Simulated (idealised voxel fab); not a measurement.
process module | voxel spacer lines
cross-section cut | 225 nm wide | cells 5 nm
A cross-section is a grid of square cells, given in bands from the top down. A band is one or more rows of cells.
Each band's line starts with the height of the band's top and of its bottom, in nm. Then come its materials from left to right, each with its width in nm. One material with "throughout" fills the band from edge to edge. "air" is empty space.
Height 0 is the level under which the wafer as received is all one material. The lowest band goes on downwards, as in "0 down".
A width such as "30 to 40" changes by the same amount from each row of cells to the next, from the band's top row to its bottom row.
"no change" after a step means that no cell of the cross-section changed.
closed voids: empty space of 8 cells or more with no open way to the top, each as width x height at its distance from the left edge, in nm
after a step's settings: what the simulator itself notes on the step
overlay nm, on a step with a mask: how far to the right of its planned place the mask lay; to the left if negative
plan
1 op RECEIVE | material Si
2 op CONFORMAL_DEP | material Al2O3 | thk nm 5
3 op DIRECTIONAL_DEP | material W | thk nm 5
4 op DIRECTIONAL_DEP | material aC | thk nm 30
5 op PATTERN | tone cover | mask id MANDREL | material resist | width nm 25 | pitch nm 70 | thk nm 40 | overlay nm 0
6 op DIRECTIONAL_ETCH | etch materials aC | depth nm 30
7 op STRIP | etch materials resist
8 op CONFORMAL_DEP | material SiO2 | thk nm 10
9 op DIRECTIONAL_ETCH | etch materials SiO2 | depth nm 10
10 op STRIP | etch materials aC
11 op DIRECTIONAL_ETCH | etch materials W | depth nm 10
12 op STRIP | etch materials SiO2
13 op FILL_DEP | material SiO2 | thk nm 5
14 op CMP | height nm 15
varied across the wafers: thk nm of step 3. The plan shows the first wafer's value. All wafers start alike
first wafer as received, after step 1
  0 down: Si throughout
  closed voids: none
first wafer at the end, after step 14
  15 to 10: SiO2 throughout
  10 to 5: SiO2 20 | W 10 | SiO2 25 | W 10 | SiO2 25 | W 10 | SiO2 25 | W 10 | SiO2 25 | W 10 | SiO2 25 | W 10 | SiO2 20
  5 to 0: Al2O3 throughout
  0 down: Si throughout
  closed voids: none
last wafer at the end
  15 to 5: W throughout
  5 to 0: Al2O3 throughout
  0 down: Si throughout
  closed voids: none
each wafer at the end: cells of each material gained (+) or lost (-) since it was received, then its closed voids
thk nm 5 | +45 Al2O3 | +78 SiO2 | +12 W | closed voids: none
thk nm 10 | +45 Al2O3 | +66 SiO2 | +24 W | closed voids: none
thk nm 15 | +45 Al2O3 | +33 SiO2 | +57 W | closed voids: none
thk nm 20 | +45 Al2O3 | +90 W | closed voids: none
thk nm 25 | +45 Al2O3 | +90 W | closed voids: none
